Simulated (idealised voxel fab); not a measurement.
Proc. module: voxel air gaps
Section shown: cut. Width: 280 nm. Cell size: 5 nm, square.
In what follows, cross-sections appear as grids of square cells, described through bands that run from the top down, where every band is one or more rows of cells.
Band: top height; bottom height; in nm. Then, left to right: material with width in nm, for each material. "throughout": a single material spanning edge to edge. "blank": empty space.
Measure heights from 0. That's the level where, below it, the as-received wafer is all one material. The lowest band is bottomless and extends downward; write it as in "top 0, no bottom".
A two-number width, for instance "30 to 40", indicates that the width is equal to the first number in the top row of the band and to the second number in the bottom row, and that it changes by a constant amount per row of cells.
Basically "identical to before" means that step didn't change any cell in the cross-section.
You'll see "Sealed-off cavities" listing empty spaces that have no way open to the top, as long as they're 8 cells or more; the notation is width x height at distance, where the distance is from the left edge, and all of it is in nm.
If you see something after the settings on a step's line, that's the simulator's own remark about that step.
When a step includes a mask, the "overlay nm" setting on its line states how far to the right of its planned place that mask lay, and negative values state how far to the left.

## This section lists the process steps that were planned
| 1 | RECEIVE, material Si |
| 2 | CONFORMAL_DEP, material SiO2, thk nm 10 |
| 3 | CONFORMAL_DEP, material SiCN, thk nm 5 |
| 4 | DIRECTIONAL_DEP, material lowk, thk nm 30 |
| 5 | PATTERN, tone open, mask id LINES, material resist, width nm 20, pitch nm 45, thk nm 15, overlay nm 0 |
| 6 | DIRECTIONAL_ETCH, etch materials lowk, depth nm 30 |
| 7 | STRIP, etch materials resist |
| 8 | CONFORMAL_DEP, material TiN, thk nm 5 |
| 9 | FILL_DEP, material Cu, thk nm 5 |
| 10 | CMP, height nm 45 |
| 11 | EPI, material Ru, thk nm 10 |
| 12 | SELECTIVE_ETCH, etch materials lowk, depth nm 40 |
| 13 | CONFORMAL_DEP, material SiCN, thk nm 5 |

## Wafer as received: cross-section following step 1
> top 0, no bottom: Si throughout
> Sealed-off cavities: none

## Looking at the first of two wafers in cross-section at end of module - ran to plan
> top 60, bottom 55: blank (45), SiCN (185), blank (50)
> top 55, bottom 45: blank (45), SiCN (5), Ru (40), SiCN (5), Ru (40), SiCN (5), Ru (40), SiCN (5), Ru (40), SiCN (5), blank (50)
> top 45, bottom 40: blank (45), SiCN (15), TiN (5), Cu (10), TiN (5), SiCN (25), TiN (5), Cu (10), TiN (5), SiCN (25), TiN (5), Cu (10), TiN (5), SiCN (25), TiN (5), Cu (10), TiN (5), SiCN (15), blank (50)
> top 40, bottom 20: blank (55), SiCN (5), TiN (5), Cu (10), TiN (5), SiCN (5), blank (15), SiCN (5), TiN (5), Cu (10), TiN (5), SiCN (5), blank (15), SiCN (5), TiN (5), Cu (10), TiN (5), SiCN (5), blank (15), SiCN (5), TiN (5), Cu (10), TiN (5), SiCN (5), blank (60)
> top 20, bottom 15: SiCN (60), TiN (20), SiCN (25), TiN (20), SiCN (25), TiN (20), SiCN (25), TiN (20), SiCN (65)
> top 15, bottom 10: SiCN throughout
> top 10, bottom 0: SiO2 throughout
> top 0, no bottom: Si throughout
> Sealed-off cavities: 15 x 20 at 85; 15 x 20 at 130; 15 x 20 at 175

## second wafer at the end: like start, like plan, one mistake
> top 60, bottom 55: blank (55), SiCN (185), blank (40)
> top 55, bottom 45: blank (55), SiCN (5), Ru (40), SiCN (5), Ru (40), SiCN (5), Ru (40), SiCN (5), Ru (40), SiCN (5), blank (40)
> top 45, bottom 40: blank (55), SiCN (15), TiN (5), Cu (10), TiN (5), SiCN (25), TiN (5), Cu (10), TiN (5), SiCN (25), TiN (5), Cu (10), TiN (5), SiCN (25), TiN (5), Cu (10), TiN (5), SiCN (15), blank (40)
> top 40, bottom 20: blank (65), SiCN (5), TiN (5), Cu (10), TiN (5), SiCN (5), blank (15), SiCN (5), TiN (5), Cu (10), TiN (5), SiCN (5), blank (15), SiCN (5), TiN (5), Cu (10), TiN (5), SiCN (5), blank (15), SiCN (5), TiN (5), Cu (10), TiN (5), SiCN (5), blank (50)
> top 20, bottom 15: SiCN (70), TiN (20), SiCN (25), TiN (20), SiCN (25), TiN (20), SiCN (25), TiN (20), SiCN (55)
> top 15, bottom 10: SiCN throughout
> top 10, bottom 0: SiO2 throughout
> top 0, no bottom: Si throughout
> Sealed-off cavities: 15 x 20 at 95; 15 x 20 at 140; 15 x 20 at 185
Where did the run depart from the plan? heads up, step 5 didn't go per plan, it actually ran as PATTERN, tone open, mask id LINES, material resist, width nm 20, pitch nm 45, thk nm 15, overlay nm 10
If you tally the cells, the second wafer ends up with the same amount of every material as the first; it's all just sitting in different places.
